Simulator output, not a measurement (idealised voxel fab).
This is a process module. Its name is voxel fin reveal.
We display cut, a cross-section 175 nm in width whose square cells are each 5 nm.
Cross-section format: a grid of square cells, given as bands from top to bottom; each band is one or more rows of cells. Basically the band line says how high the top is and how high the bottom is, in nm, and then what's in it from left to right, every material with its width in nm. Empty space shows up as "air", and if a single material carries "throughout" it runs the full band edge to edge. Below 0: as-received wafer, all one material; heights counted from there. Lowest band: no bottom, goes on down, written "0 and below". You'd read "30..40" like this: the band's top row of cells is as wide as the first number, its bottom row is as wide as the second, and going down, every row changes width by the same amount as the row before did. The designation "all unchanged", where it is given for a processing step, indicates that no cell of the cross-section was altered in the course of that step. Enclosed void inventory: empty space of 8 cells or more with no open way to the top, each as width x height at its distance from the left edge, in nm. Note: text after step settings on the step line = simulator remark on that step. You can add "overlay nm" to a step's line. For a step with a mask, it describes how far the mask lay to the right of its planned position, and a negative number describes a lay to the left.
### Planned process steps
1. RECEIVE (material Si)
2. CONFORMAL_DEP (material SiN; thk nm 10)
3. MASKED_ETCH (tone cover; mask id FINS; width nm 15; pitch nm 40; etch materials SiN; depth nm 10; overlay nm 0)
4. MASKED_ETCH (tone cover; mask id FINS; width nm 15; pitch nm 40; etch materials Si; depth nm 40; overlay nm 0)
5. FILL_DEP (material SiO2; thk nm 5)
6. CMP (height nm 10)
7. SELECTIVE_ETCH (etch materials SiO2; depth nm 25)
8. STRIP (etch materials SiN)
9. CONFORMAL_DEP (material HfO2; thk nm 5)
### First out of two wafers; run went to plan
### Cross-section of the incoming wafer, state after step 1
> 0 and below = Si throughout
> Enclosed void inventory: none
### You're looking at a cross-section of the wafer after step 2
> 10 down to 0 = SiN throughout
> Note: structure below 0 unchanged.
### You're looking at a cross-section of the wafer after step 3
> 10 down to 0 = air 60; SiN 15; air 25; SiN 15; air 60
> Note: structure below 0 unchanged.
### You're looking at a cross-section of the wafer after step 4
> 10 down to 0 = air 60; SiN 15; air 25; SiN 15; air 60
> 0 down to -40 = air 60; Si 15; air 25; Si 15; air 60
> Note: structure below -40 unchanged.
### You're looking at a cross-section of the wafer after step 5
> 15 down to 10 = SiO2 throughout
> 10 down to 0 = SiO2 60; SiN 15; SiO2 25; SiN 15; SiO2 60
> 0 down to -40 = SiO2 60; Si 15; SiO2 25; Si 15; SiO2 60
> Note: structure below -40 unchanged.
### You're looking at a cross-section of the wafer after step 6
> 10 down to 0 = SiO2 60; SiN 15; SiO2 25; SiN 15; SiO2 60
> Note: structure below 0 unchanged.
### You're looking at a cross-section of the wafer after step 7
> 10 down to 0 = air 60; SiN 15; air 25; SiN 15; air 60
> 0 down to -15 = air 60; Si 15; air 25; Si 15; air 60
> Note: structure below -15 unchanged.
### You're looking at a cross-section of the wafer after step 8
> 0 down to -15 = air 60; Si 15; air 25; Si 15; air 60
> Note: structure below -15 unchanged.
### You're looking at a cross-section of the wafer after step 9
> 5 down to 0 = air 55; HfO2 25; air 15; HfO2 25; air 55
> 0 down to -10 = air 55; HfO2 5; Si 15; HfO2 5; air 15; HfO2 5; Si 15; HfO2 5; air 55
> -10 down to -15 = HfO2 60; Si 15; HfO2 25; Si 15; HfO2 60
> Note: structure below -15 unchanged.
### Here the second wafer is described. Its start and its plan were those of the first wafer. Its run contained one mistake. Up to and including step 6, it did exactly what the first wafer did
### Second wafer, sectioned view, at step 7's planned end time
> 10 down to 0 = SiO2 60; air 15; SiO2 25; air 15; SiO2 60
> Note: structure below 0 unchanged.
### Second wafer, sectioned view, at step 8's planned end time
> 0 down to -15 = air 60; Si 15; air 25; Si 15; air 60
> -15 down to -25 = SiO2 35; air 25; Si 15; air 25; Si 15; air 25; SiO2 35
> Note: structure below -25 unchanged.
### Second wafer, sectioned view, at step 9's planned end time
> 5 down to 0 = air 55; HfO2 25; air 15; HfO2 25; air 55
> 0 down to -10 = air 55; HfO2 5; Si 15; HfO2 5; air 15; HfO2 5; Si 15; HfO2 5; air 55
> -10 down to -15 = HfO2 40; air 15; HfO2 5; Si 15; HfO2 5; air 15; HfO2 5; Si 15; HfO2 5; air 15; HfO2 40
> -15 down to -20 = SiO2 35; HfO2 5; air 15; HfO2 5; Si 15; HfO2 5; air 15; HfO2 5; Si 15; HfO2 5; air 15; HfO2 5; SiO2 35
> -20 down to -25 = SiO2 35; HfO2 25; Si 15; HfO2 25; Si 15; HfO2 25; SiO2 35
> Note: structure below -25 unchanged.
Where did the run depart from the plan? the intended sequence of steps 7 and 8 was reversed during processing, with each occupying the position of the other
Materials where the second wafer ends with more or fewer cells than the first: +12 HfO2, -30 SiO2
